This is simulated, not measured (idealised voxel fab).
process module | voxel gate over fins
cross-section cut | 155 nm wide | cells 5 nm
A cross-section is a grid of square cells, given in bands from the top down. A band is one or more rows of cells.
Each band's line starts with the height of the band's top and of its bottom, in nm. Then come its materials from left to right, each with its width in nm. One material with "throughout" fills the band from edge to edge. "air" is empty space.
Height 0 is the level under which the wafer as received is all one material. The lowest band goes on downwards, as in "0 down".
A width such as "30 to 40" changes by the same amount from each row of cells to the next, from the band's top row to its bottom row.
"no change" after a step means that no cell of the cross-section changed.
closed voids: empty space of 8 cells or more with no open way to the top, each as width x height at its distance from the left edge, in nm
after a step's settings: what the simulator itself notes on the step
overlay nm, on a step with a mask: how far to the right of its planned place the mask lay; to the left if negative
plan
1 op RECEIVE | material Si
2 op CONFORMAL_DEP | material SiN | thk nm 10
3 op MASKED_ETCH | tone cover | mask id FINS | width nm 15 | pitch nm 40 | etch materials SiN | depth nm 10 | overlay nm 0
4 op MASKED_ETCH | tone cover | mask id FINS | width nm 15 | pitch nm 40 | etch materials Si | depth nm 40 | overlay nm 0
5 op OXIDIZE | depth nm 5
6 op FILL_DEP | material SiO2 | thk nm 10
7 op CMP | height nm 10
8 op SELECTIVE_ETCH | etch materials SiO2 | depth nm 25
9 op STRIP | etch materials SiN
10 op CONFORMAL_DEP | material HfO2 | thk nm 5
11 op CONFORMAL_DEP | material TiN | thk nm 5
12 op CONFORMAL_DEP | material TiAl | thk nm 5
13 op CONFORMAL_DEP | material TiN | thk nm 5
14 op FILL_DEP | material W | thk nm 10
15 op CMP | height nm 25
16 op CONFORMAL_DEP | material SiCN | thk nm 5
varied across the wafers: width nm of step 3. The plan shows the first wafer's value. All wafers start alike
first wafer as received, after step 1
  0 down: Si throughout
  closed voids: none
first wafer at the end, after step 16
  30 to 25: SiCN throughout
  25 to 20: W throughout
  20 to 15: W 35 | TiN 85 | W 35
  15 to 10: W 35 | TiN 5 | TiAl 35 | TiN 5 | TiAl 35 | TiN 5 | W 35
  10 to 5: W 35 | TiN 5 | TiAl 5 | TiN 25 | TiAl 5 | TiN 5 | TiAl 5 | TiN 25 | TiAl 5 | TiN 5 | W 35
  5 to 0: TiN 40 | TiAl 5 | TiN 5 | HfO2 15 | TiN 5 | TiAl 5 | TiN 5 | TiAl 5 | TiN 5 | HfO2 15 | TiN 5 | TiAl 5 | TiN 40
  0 to -5: TiAl 45 | TiN 5 | HfO2 5 | Si 5 | HfO2 5 | TiN 5 | TiAl 15 | TiN 5 | HfO2 5 | Si 5 | HfO2 5 | TiN 5 | TiAl 45
  -5 to -10: TiN 50 | HfO2 5 | Si 5 | HfO2 5 | TiN 25 | HfO2 5 | Si 5 | HfO2 5 | TiN 50
  -10 to -15: HfO2 55 | Si 5 | HfO2 35 | Si 5 | HfO2 55
  -15 to -45: SiO2 55 | Si 5 | SiO2 35 | Si 5 | SiO2 55
  -45 down: Si throughout
  closed voids: none
last wafer at the end
  30 to 25: SiCN throughout
  25 to 20: W throughout
  20 to 15: W 30 | TiN 95 | W 30
  15 to 10: W 30 | TiN 5 | TiAl 85 | TiN 5 | W 30
  10 to 5: W 30 | TiN 5 | TiAl 5 | TiN 35 | TiAl 5 | TiN 35 | TiAl 5 | TiN 5 | W 30
  5 to 0: TiN 35 | TiAl 5 | TiN 5 | HfO2 25 | TiN 5 | TiAl 5 | TiN 5 | HfO2 25 | TiN 5 | TiAl 5 | TiN 35
  0 to -5: TiAl 40 | TiN 5 | HfO2 5 | Si 15 | HfO2 5 | TiN 5 | TiAl 5 | TiN 5 | HfO2 5 | Si 15 | HfO2 5 | TiN 5 | TiAl 40
  -5 to -10: TiN 45 | HfO2 5 | Si 15 | HfO2 5 | TiN 15 | HfO2 5 | Si 15 | HfO2 5 | TiN 45
  -10 to -15: HfO2 50 | Si 15 | HfO2 25 | Si 15 | HfO2 50
  -15 to -45: SiO2 50 | Si 15 | SiO2 25 | Si 15 | SiO2 50
  -45 down: Si throughout
  closed voids: none
each wafer at the end: cells of each material gained (+) or lost (-) since it was received, then its closed voids
width nm 15 | +43 HfO2 | -261 Si | +31 SiCN | +174 SiO2 | +43 TiAl | +83 TiN | +73 W | closed voids: none
width nm 20 | +43 HfO2 | -243 Si | +31 SiCN | +162 SiO2 | +43 TiAl | +80 TiN | +70 W | closed voids: none
width nm 25 | +43 HfO2 | -225 Si | +31 SiCN | +150 SiO2 | +40 TiAl | +80 TiN | +67 W | closed voids: none
